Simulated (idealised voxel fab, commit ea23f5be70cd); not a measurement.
Herein follows the process module entitled voxel gate over fins.
Cross-sectional view cut (width: 250 nm; square cell size: 5 nm).
Bands, listed from the top down, are how a cross-section gets written in this document; the cross-section itself is a grid of square cells, and a band is one or more rows of them.
The band entry comprises the height of the band's top followed by the height of its bottom, expressed in nm, and subsequently the band's materials from left to right, each stated together with its width in nm. Where a single material is marked with the word "all across", that material fills the band from edge to edge. The word "blank" represents empty space.
A quick word on heights: they are counted from 0, and under that level the wafer as it came to us is one material throughout. The lowest band is different from the rest in having no bottom; it simply continues downward, written as in "z 0 and below".
Quick explanation for "30->40": the width changes in equal steps down the rows of cells, from the first number in the band's top row to the second number in its bottom row.
A step reported as "left unchanged" is a step in which no cell of the cross-section changed.
The list in "Trapped void list" covers empty spaces of 8 cells or more that cannot reach the top through any open way, and it gives each as width x height at distance; the distance is from the left edge, and width, height and distance are in nm.
Heads up: the bit after the settings on a step's line is the simulator's remark on that step.
"overlay nm" denotes, for a step that has a mask, the displacement of the mask to the right of its planned place, with negative values corresponding to the left.
This section lists the process steps that were planned
- 1: RECEIVE with material Si
- 2: CONFORMAL_DEP with material SiN, thk nm 10
- 3: DIRECTIONAL_DEP with material aC, thk nm 15
- 4: PATTERN with tone cover, mask id FINS, material resist, width nm 15, pitch nm 55, thk nm 35, overlay nm 0
- 5: DIRECTIONAL_ETCH with etch materials aC, depth nm 15
- 6: STRIP with etch materials resist
- 7: DIRECTIONAL_ETCH with etch materials SiN, depth nm 10
- 8: DIRECTIONAL_ETCH with etch materials Si, depth nm 30
- 9: STRIP with etch materials aC
- 10: OXIDIZE with depth nm 5
- 11: FILL_DEP with material SiO2, thk nm 10
- 12: CMP with height nm 10
- 13: DIRECTIONAL_DEP with material aC, thk nm 15
- 14: PATTERN with tone open, mask id RAIL, material resist, width nm 15, thk nm 30, overlay nm 0
- 15: DIRECTIONAL_ETCH with etch materials aC, depth nm 15
- 16: STRIP with etch materials resist
- 17: DIRECTIONAL_ETCH with etch materials SiO2, depth nm 35
- 18: STRIP with etch materials aC
- 19: CONFORMAL_DEP with material TiN, thk nm 5
- 20: FILL_DEP with material Ru, thk nm 5
- 21: CMP with height nm 10
- 22: SELECTIVE_ETCH with etch materials W Ru TiN, depth nm 30
- 23: FILL_DEP with material SiO2, thk nm 5
- 24: CMP with height nm 10
- 25: SELECTIVE_ETCH with etch materials SiO2, depth nm 20
- 26: STRIP with etch materials SiN
- 27: CONFORMAL_DEP with material HfO2, thk nm 5
- 28: CONFORMAL_DEP with material TiN, thk nm 5
- 29: FILL_DEP with material W, thk nm 15
- 30: CMP with height nm 20
- 31: CONFORMAL_DEP with material SiN, thk nm 10
Cross-sectional view of the wafer in its as-received condition, corresponding to the state after step 1
* z 0 and below  Si all across
* Trapped void list: none
Module complete, cross-section. Starting point and plan per above. One mistake made in running the module
* z 30 to 20  SiN all across
* z 20 to 10  W all across
* z 10 to 5  W 85 nm; HfO2 25 nm; W 30 nm; HfO2 25 nm; W 85 nm
* z 5 to 0  W 85 nm; HfO2 5 nm; TiN 15 nm; HfO2 5 nm; W 30 nm; HfO2 5 nm; TiN 15 nm; HfO2 5 nm; W 85 nm
* z 0 to -5  HfO2 90 nm; TiN 5 nm; Si 5 nm; TiN 5 nm; HfO2 40 nm; TiN 5 nm; Si 5 nm; TiN 5 nm; HfO2 90 nm
* z -5 to -10  TiN 95 nm; Si 5 nm; TiN 50 nm; Si 5 nm; TiN 95 nm
* z -10 to -20  SiO2 95 nm; Si 5 nm; SiO2 50 nm; Si 5 nm; SiO2 95 nm
* z -20 to -25  SiO2 95 nm; Si 5 nm; SiO2 15 nm; TiN 15 nm; SiO2 20 nm; Si 5 nm; SiO2 95 nm
* z -25 to -35  SiO2 95 nm; Si 5 nm; SiO2 50 nm; Si 5 nm; SiO2 95 nm
* z -35 and below  Si all across
* Trapped void list: none
Misprocessing identified: a sequencing error occurred in which plan steps 27 and 28 were transposed
